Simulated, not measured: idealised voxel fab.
This section sets out a process module, namely voxel ribs on slabs.
Each square cell in cross-section cut measures 5 nm, and the section as a whole is 280 nm wide.
Cross-sections here: square-cell grids, written as top-down lists of bands, a band being one or more rows of cells.
The entry gives the band's vertical extent as a top height and a bottom height in nm, then its horizontal make-up as materials from left to right, each with a width in nm. "empty" stands for empty space; a single material marked "all across" fills the band edge to edge.
Counting heights begins at 0, where everything beneath is, in the wafer as received, one material. The lowest band has no bottom; it goes on downwards, as "top 0, no bottom" shows.
Top row gets the first number, bottom row gets the second, and each row in between changes by the same step: that is how a band width like "30->40" works.
You'll sometimes find "no modification" written for a step, and that's the way of saying that nowhere in the cross-section did a cell change during that step.
Entry "Closed cavity list" = empty spaces >= 8 cells with no open way to the top; each as width x height at distance, distance from left edge, all nm.
The remark found on a step's line after its settings is issued by the simulator itself and pertains to that step.
overlay nm: on a step with a mask, how far right of its planned place the mask lay; negative means left.

So here's the lineup of process steps we planned
1,RECEIVE,material Si
2,DIRECTIONAL_DEP,material SiO2,thk nm 25
3,DIRECTIONAL_DEP,material SiN,thk nm 25
4,DIRECTIONAL_DEP,material aC,thk nm 15
5,PATTERN,tone cover,mask id RIB,material resist,width nm 30,thk nm 30,overlay nm 0
6,DIRECTIONAL_ETCH,etch materials aC,depth nm 15
7,STRIP,etch materials resist
8,DIRECTIONAL_ETCH,etch materials SiN,depth nm 15
9,STRIP,etch materials aC
10,PATTERN,tone cover,mask id SLAB,material resist,width nm 60,thk nm 20,overlay nm 0
11,DIRECTIONAL_ETCH,etch materials SiN,depth nm 10
12,STRIP,etch materials resist
13,FILL_DEP,material SiO2,thk nm 20
14,CMP,height nm 60
15,DIRECTIONAL_DEP,material TiN,thk nm 5
16,MASKED_ETCH,tone cover,mask id HEATER,width nm 40,etch materials TiN,depth nm 5,overlay nm 0
17,CONFORMAL_DEP,material SiN,thk nm 5

Of two wafers, the first: run according to plan

Cross-section of the wafer as it came to us, i.e., already through step 1
top 0, no bottom | Si all across
Closed cavity list: none

Cross-sectional representation of the wafer at the conclusion of step 2
top 25, bottom 0 | SiO2 all across
Unchanged below 0.

Cross-sectional representation of the wafer at the conclusion of step 3
top 50, bottom 25 | SiN all across
Unchanged below 25.

Cross-sectional representation of the wafer at the conclusion of step 4
top 65, bottom 50 | aC all across
Unchanged below 50.

Cross-sectional representation of the wafer at the conclusion of step 5
top 95, bottom 65 | empty=125; resist=30; empty=125
Unchanged below 65.

Cross-sectional representation of the wafer at the conclusion of step 6
top 80, bottom 65 | empty=125; resist=30; empty=125
top 65, bottom 50 | empty=125; aC=30; empty=125
Unchanged below 50.

Cross-sectional representation of the wafer at the conclusion of step 7
top 65, bottom 50 | empty=125; aC=30; empty=125
Unchanged below 50.

Cross-sectional representation of the wafer at the conclusion of step 8
top 65, bottom 50 | empty=125; aC=30; empty=125
top 50, bottom 35 | empty=125; SiN=30; empty=125
Unchanged below 35.

Cross-sectional representation of the wafer at the conclusion of step 9
top 50, bottom 35 | empty=125; SiN=30; empty=125
Unchanged below 35.

Cross-sectional representation of the wafer at the conclusion of step 10
top 70, bottom 50 | empty=110; resist=60; empty=110
top 50, bottom 35 | empty=110; resist=15; SiN=30; resist=15; empty=110
Unchanged below 35.

Cross-sectional representation of the wafer at the conclusion of step 11
top 70, bottom 50 | empty=110; resist=60; empty=110
top 50, bottom 35 | empty=110; resist=15; SiN=30; resist=15; empty=110
top 35, bottom 25 | empty=110; SiN=60; empty=110
Unchanged below 25.

Cross-sectional representation of the wafer at the conclusion of step 12
top 50, bottom 35 | empty=125; SiN=30; empty=125
Unchanged below 35.

Cross-sectional representation of the wafer at the conclusion of step 13
top 70, bottom 50 | SiO2 all across
top 50, bottom 35 | SiO2=125; SiN=30; SiO2=125
top 35, bottom 25 | SiO2=110; SiN=60; SiO2=110
Unchanged below 25.

Cross-sectional representation of the wafer at the conclusion of step 14
top 60, bottom 50 | SiO2 all across
Unchanged below 50.

Cross-sectional representation of the wafer at the conclusion of step 15
top 65, bottom 60 | TiN all across
Unchanged below 60.

Cross-sectional representation of the wafer at the conclusion of step 16
top 65, bottom 60 | empty=120; TiN=40; empty=120
Unchanged below 60.

Cross-sectional representation of the wafer at the conclusion of step 17
top 70, bottom 65 | empty=115; SiN=50; empty=115
top 65, bottom 60 | SiN=120; TiN=40; SiN=120
Unchanged below 60.

Regarding the second of the two wafers: it shared the first wafer's starting condition and process plan, yet one error occurred during its execution. Its history coincides with that of the first wafer up to and including step 16

Second wafer at the planned finish of step 17, seen in cross-section: no modification
Want to know what went wrong? plan step 17: skipped, not run
The closing comparison, in cells, has the second wafer with more or fewer of some materials than the first: SiN: 58 fewer
